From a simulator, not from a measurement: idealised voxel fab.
process module | voxel capacitor over wiring
cross-section cut | 200 nm wide | cells 5 nm
A cross-section is a grid of square cells, given in bands from the top down. A band is one or more rows of cells.
Each band's line starts with the height of the band's top and of its bottom, in nm. Then come its materials from left to right, each with its width in nm. One material with "throughout" fills the band from edge to edge. "air" is empty space.
Height 0 is the level under which the wafer as received is all one material. The lowest band goes on downwards, as in "0 down".
A width such as "30 to 40" changes by the same amount from each row of cells to the next, from the band's top row to its bottom row.
"no change" after a step means that no cell of the cross-section changed.
closed voids: empty space of 8 cells or more with no open way to the top, each as width x height at its distance from the left edge, in nm
after a step's settings: what the simulator itself notes on the step
overlay nm, on a step with a mask: how far to the right of its planned place the mask lay; to the left if negative
plan
1 op RECEIVE | material Si
2 op CONFORMAL_DEP | material SiO2 | thk nm 15
3 op DIRECTIONAL_DEP | material TiN | thk nm 5
4 op DIRECTIONAL_DEP | material Ru | thk nm 25
5 op PATTERN | tone cover | mask id METAL_1 | material resist | width nm 25 | pitch nm 85 | thk nm 20 | overlay nm 0
6 op DIRECTIONAL_ETCH | etch materials Ru | depth nm 25
7 op DIRECTIONAL_ETCH | etch materials TiN | depth nm 5
8 op STRIP | etch materials resist
9 op FILL_DEP | material SiO2 | thk nm 10
10 op CMP | height nm 45
11 op CONFORMAL_DEP | material SiCN | thk nm 5
12 op DIRECTIONAL_DEP | material lowk | thk nm 20
13 op MASKED_ETCH | tone open | mask id PLUG_1 | width nm 15 | etch materials lowk | depth nm 20 | overlay nm 0
14 op MASKED_ETCH | tone open | mask id PLUG_1 | width nm 15 | etch materials SiCN | depth nm 5 | overlay nm 0
15 op EPI | material Ru | thk nm 10
16 op EPI | material Ru | thk nm 10
17 op EPI | material Ru | thk nm 5
18 op DIRECTIONAL_DEP | material TiN | thk nm 10
19 op DIRECTIONAL_DEP | material HfO2 | thk nm 5
20 op DIRECTIONAL_DEP | material TiN | thk nm 10
21 op DIRECTIONAL_DEP | material aC | thk nm 10
22 op PATTERN | tone cover | mask id UPPER_PLATE | material resist | width nm 65 | thk nm 30 | overlay nm 0
23 op DIRECTIONAL_ETCH | etch materials aC | depth nm 10
24 op STRIP | etch materials resist
25 op DIRECTIONAL_ETCH | etch materials TiN | depth nm 10
26 op DIRECTIONAL_ETCH | etch materials HfO2 | depth nm 5
27 op STRIP | etch materials aC
28 op DIRECTIONAL_DEP | material aC | thk nm 15
29 op PATTERN | tone cover | mask id LOWER_PLATE | material resist | width nm 75 | thk nm 35 | overlay nm 0
30 op DIRECTIONAL_ETCH | etch materials aC | depth nm 15
31 op STRIP | etch materials resist
32 op DIRECTIONAL_ETCH | etch materials TiN | depth nm 10
33 op STRIP | etch materials aC
34 op FILL_DEP | material SiO2 | thk nm 20
35 op CMP | height nm 110
36 op PATTERN | tone open | mask id PLUG_2 | material resist | width nm 15 | thk nm 15 | overlay nm 0
37 op DIRECTIONAL_ETCH | etch materials SiO2 | depth nm 15
38 op STRIP | etch materials resist
39 op CONFORMAL_DEP | material TiN | thk nm 5
40 op FILL_DEP | material Ru | thk nm 10
41 op CMP | height nm 110
42 op CONFORMAL_DEP | material SiN | thk nm 5
as received, after step 1
  0 down: Si throughout
  closed voids: none
a wafer at the end: this start, this plan, one mistake
  115 to 110: SiN throughout
  110 to 100: SiO2 65 | TiN 5 | Ru 5 | TiN 5 | SiO2 120
  100 to 95: SiO2 65 | TiN 15 | SiO2 120
  95 to 85: SiO2 55 | TiN 65 | SiO2 80
  85 to 80: SiO2 55 | HfO2 65 | SiO2 80
  80 to 70: SiO2 50 | TiN 75 | SiO2 75
  70 to 50: lowk 50 | Ru 25 | lowk 125
  50 to 45: SiCN 55 | Ru 15 | SiCN 130
  45 to 20: SiO2 45 | Ru 25 | SiO2 60 | Ru 25 | SiO2 45
  20 to 15: SiO2 45 | TiN 25 | SiO2 60 | TiN 25 | SiO2 45
  15 to 0: SiO2 throughout
  0 down: Si throughout
  closed voids: none
what went wrong: step 13 ran as: op MASKED_ETCH | tone open | mask id PLUG_1 | width nm 25 | etch materials lowk | depth nm 20 | overlay nm 0
